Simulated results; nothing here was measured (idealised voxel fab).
The following is a process module called voxel released beams.
Cross-section cut: width 160 nm, square cells of 5 nm.
Just so we're on the same page, the cross-sections are grids of square cells, and they're listed out in bands top to bottom, each band one or more rows deep. What a band's entry tells you: where the top is and where the bottom is, as heights in nm, and after that what lies inside, material by material from left to right, each with its width in nm. Empty space is written as the word "air", and a single material marked with the word "edge to edge" occupies the band from edge to edge. The reference from which all heights are counted is 0, the level beneath which the as-received wafer is entirely one material; the lowest band, having no lower bound, proceeds downward and is written after the example "from 0 down". The notation "30 to 40" denotes a width that varies across the rows of cells in the band, beginning at the first number in the top row, finishing at the second number in the bottom row, and changing by an identical amount from each row to the next. The designation "no alteration", where it is given for a processing step, indicates that no cell of the cross-section was altered in the course of that step. "Enclosed void catalog" lists enclosed empty spaces (at least 8 cells, no open path upward to the top), each as width x height at distance from the left edge, in nm. after a step's settings: what the simulator itself notes on the step. The "overlay nm" setting may appear on a step's line; for a step that uses a mask, it gives how far to the right of its planned position the mask lay, and a negative value indicates the left.

**List of planned process steps**
1. RECEIVE, material Si
2. CONFORMAL_DEP, material Al2O3, thk nm 10
3. DIRECTIONAL_DEP, material SiO2, thk nm 20
4. DIRECTIONAL_DEP, material aC, thk nm 15
5. PATTERN, tone open, mask id ANCHOR, material resist, width nm 25, thk nm 30, overlay nm 0
6. DIRECTIONAL_ETCH, etch materials aC, depth nm 15
7. STRIP, etch materials resist
8. DIRECTIONAL_ETCH, etch materials SiO2, depth nm 20
9. STRIP, etch materials aC
10. CONFORMAL_DEP, material W, thk nm 10
11. PATTERN, tone cover, mask id BEAM, material resist, width nm 80, thk nm 20, overlay nm -15
12. DIRECTIONAL_ETCH, etch materials W, depth nm 10
13. STRIP, etch materials resist
14. STRIP, etch materials SiO2
The wafers are alike at the start. At step 11, their overlay nm differs. The plan lists the first wafer's value.

**The first of several wafers as received, shown in cross-section; this is its state after step 1**
* from 0 down  Si edge to edge
* Enclosed void catalog: none

**First of several wafers: cross-section at the end of the module, after step 14, its last step**
* from 40 to 30  air 20, then W 30, then air 5, then W 45, then air 60
* from 30 to 20  air 40, then W 10, then air 5, then W 10, then air 95
* from 20 to 10  air 40, then W 25, then air 95
* from 10 to 0  Al2O3 edge to edge
* from 0 down  Si edge to edge
* Enclosed void catalog: none

**Cross-sectional view, end of module, last wafer of several**
* from 40 to 30  air 55, then W 75, then air 30
* from 30 to 20  air 40, then W 10, then air 5, then W 10, then air 95
* from 20 to 10  air 40, then W 25, then air 95
* from 10 to 0  Al2O3 edge to edge
* from 0 down  Si edge to edge
* Enclosed void catalog: none

**Basically each wafer gets a line in the table, showing it at the end of the module: material by material, the cells it gained (+) or lost (-) since we got it, then its closed voids**
overlay nm -15; +64 Al2O3; +48 W; Enclosed void catalog: none
overlay nm -10; +64 Al2O3; +48 W; Enclosed void catalog: none
overlay nm -5; +64 Al2O3; +48 W; Enclosed void catalog: none
overlay nm 0; +64 Al2O3; +48 W; Enclosed void catalog: none
overlay nm 5; +64 Al2O3; +48 W; Enclosed void catalog: none
overlay nm 10; +64 Al2O3; +48 W; Enclosed void catalog: none
overlay nm 15; +64 Al2O3; +48 W; Enclosed void catalog: none
